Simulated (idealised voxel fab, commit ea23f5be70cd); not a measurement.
Module name: voxel wiring stack (process module)
FYI the section here is cut, 220 nm wide, cells are 5 nm squares.
Cross-section layout: square cells on a grid; listed as bands, top to bottom; a band spans one or more cell rows. What a band's entry tells you: where the top is and where the bottom is, as heights in nm, and after that what lies inside, material by material from left to right, each with its width in nm. Empty space is written as the word "empty", and a single material marked with the word "everywhere" occupies the band from edge to edge. Height is counted from the level 0, under which the received wafer is composed throughout of one material. The lowest of the bands is not closed at the bottom but continues downward, in the notation "0..down". The notation "30->40" denotes a width that varies across the rows of cells in the band, beginning at the first number in the top row, finishing at the second number in the bottom row, and changing by an identical amount from each row to the next. What does "remained the same" mean for a step? It means no cell of the cross-section changed in that step. Under "Closed void roster" you'll find the enclosed gaps, the ones with no way out to the top, that are 8 cells or bigger; each reads width x height at distance, with distance counted from the left edge, everything in nm. Anything after a step's settings on that line? It's the simulator's own note about the step. "overlay nm" on a masked step: distance the mask lay right of its planned place, negative for left.

STEPS IN THE PROCESS PLAN
1 RECEIVE, material Si
2 CONFORMAL_DEP, material SiO2, thk nm 15
3 CONFORMAL_DEP, material SiN, thk nm 5
4 DIRECTIONAL_DEP, material SiO2, thk nm 25
5 DIRECTIONAL_DEP, material aC, thk nm 15
6 PATTERN, tone open, mask id METAL_1, material resist, width nm 30, pitch nm 50, thk nm 35, overlay nm 0
7 DIRECTIONAL_ETCH, etch materials aC, depth nm 15
8 STRIP, etch materials resist
9 DIRECTIONAL_ETCH, etch materials SiO2, depth nm 25
10 DIRECTIONAL_ETCH, etch materials SiN, depth nm 5
11 STRIP, etch materials aC
12 CONFORMAL_DEP, material TiN, thk nm 5
13 FILL_DEP, material W, thk nm 5
14 CMP, height nm 45
15 EPI, material Ru, thk nm 5
16 FILL_DEP, material SiCN, thk nm 5
17 DIRECTIONAL_DEP, material lowk, thk nm 35
18 MASKED_ETCH, tone open, mask id METAL_2, width nm 30, pitch nm 50, etch materials lowk, depth nm 20, overlay nm 0
19 MASKED_ETCH, tone open, mask id METAL_2_HOLES, width nm 15, pitch nm 50, etch materials lowk, depth nm 15, overlay nm 0
20 MASKED_ETCH, tone open, mask id METAL_2_HOLES, width nm 15, pitch nm 50, etch materials SiCN, depth nm 5, overlay nm 0
21 CONFORMAL_DEP, material TiN, thk nm 5
22 FILL_DEP, material Cu, thk nm 10
23 CMP, height nm 90
24 CONFORMAL_DEP, material SiCN, thk nm 5

HERE'S WHAT THE WAFER LOOKED LIKE IN CROSS-SECTION WHEN IT ARRIVED - THAT'S AFTER STEP 1
0..down | Si everywhere
Closed void roster: none

STARTING WAFER: ABOVE. PLAN: ABOVE. RUN: ONE MISTAKE. CROSS-SECTION AFTER THE MODULE: BELOW
95..90 | SiCN everywhere
90..80 | 15 lowk / 5 TiN / 25 Cu / 5 TiN / 15 lowk / 5 TiN / 25 Cu / 5 TiN / 15 lowk / 5 TiN / 25 Cu / 5 TiN / 15 lowk / 5 TiN / 25 Cu / 5 TiN / 20 lowk
80..70 | 15->20 lowk / 10->5 TiN / 20->10 Cu / 5->15 TiN / 15->20 lowk / 10->5 TiN / 20->10 Cu / 5->15 TiN / 15->20 lowk / 10->5 TiN / 20->10 Cu / 5->15 TiN / 15->20 lowk / 10->5 TiN / 20->10 Cu / 5->15 TiN / 20 lowk
70..60 | 20 lowk / 5 TiN / 10 Cu / 5 TiN / 30 lowk / 5 TiN / 10 Cu / 5 TiN / 30 lowk / 5 TiN / 10 Cu / 5 TiN / 30 lowk / 5 TiN / 10 Cu / 5 TiN / 30 lowk
60..55 | 20 lowk / 5 TiN / 5 Cu / 10 TiN / 30 lowk / 5 TiN / 5 Cu / 10 TiN / 30 lowk / 5 TiN / 5 Cu / 10 TiN / 30 lowk / 5 TiN / 5 Cu / 10 TiN / 30 lowk
55..50 | 20 SiCN / 15 TiN / 35 SiCN / 15 TiN / 35 SiCN / 15 TiN / 35 SiCN / 15 TiN / 35 SiCN
50..45 | 15 SiCN / 40 Ru / 10 SiCN / 40 Ru / 10 SiCN / 40 Ru / 10 SiCN / 40 Ru / 15 SiCN
45..20 | 20 SiO2 / 5 TiN / 20 W / 5 TiN / 20 SiO2 / 5 TiN / 20 W / 5 TiN / 20 SiO2 / 5 TiN / 20 W / 5 TiN / 20 SiO2 / 5 TiN / 20 W / 5 TiN / 20 SiO2
20..15 | 20 SiN / 30 TiN / 20 SiN / 30 TiN / 20 SiN / 30 TiN / 20 SiN / 30 TiN / 20 SiN
15..0 | SiO2 everywhere
0..down | Si everywhere
Closed void roster: none
Short version of what went wrong: step 19 ran as: MASKED_ETCH, tone open, mask id METAL_2_HOLES, width nm 25, pitch nm 50, etch materials lowk, depth nm 15, overlay nm 0
